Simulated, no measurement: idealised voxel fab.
process module | voxel spacer lines
cross-section cut | 175 nm wide | cells 5 nm
A cross-section is a grid of square cells, given in bands from the top down. A band is one or more rows of cells.
Each band's line starts with the height of the band's top and of its bottom, in nm. Then come its materials from left to right, each with its width in nm. One material with "throughout" fills the band from edge to edge. "air" is empty space.
Height 0 is the level under which the wafer as received is all one material. The lowest band goes on downwards, as in "0 down".
A width such as "30 to 40" changes by the same amount from each row of cells to the next, from the band's top row to its bottom row.
"no change" after a step means that no cell of the cross-section changed.
closed voids: empty space of 8 cells or more with no open way to the top, each as width x height at its distance from the left edge, in nm
after a step's settings: what the simulator itself notes on the step
overlay nm, on a step with a mask: how far to the right of its planned place the mask lay; to the left if negative
plan
1 op RECEIVE | material Si
2 op CONFORMAL_DEP | material Al2O3 | thk nm 10
3 op DIRECTIONAL_DEP | material polySi | thk nm 20
4 op DIRECTIONAL_DEP | material aC | thk nm 30
5 op PATTERN | tone cover | mask id MANDREL | material resist | width nm 20 | pitch nm 60 | thk nm 40 | overlay nm 0
6 op DIRECTIONAL_ETCH | etch materials aC | depth nm 30
7 op STRIP | etch materials resist
8 op CONFORMAL_DEP | material SiN | thk nm 10
9 op DIRECTIONAL_ETCH | etch materials SiN | depth nm 10
10 op STRIP | etch materials aC
11 op DIRECTIONAL_ETCH | etch materials polySi | depth nm 20
12 op STRIP | etch materials SiN
13 op FILL_DEP | material SiO2 | thk nm 5
14 op CMP | height nm 30
as received, after step 1
  0 down: Si throughout
  closed voids: none
first wafer at the end, as planned
  30 to 10: SiO2 35 | polySi 10 | SiO2 20 | polySi 10 | SiO2 20 | polySi 10 | SiO2 20 | polySi 10 | SiO2 40
  10 to 0: Al2O3 throughout
  0 down: Si throughout
  closed voids: none
second wafer at the end: like start, like plan, one mistake
  30 to 20: Al2O3 throughout
  20 to 0: polySi throughout
  0 down: Si throughout
  closed voids: none
what went wrong: steps 2 and 3 were swapped
at the end the second wafer has, in cells: 108 fewer of SiO2 | 108 more of polySi
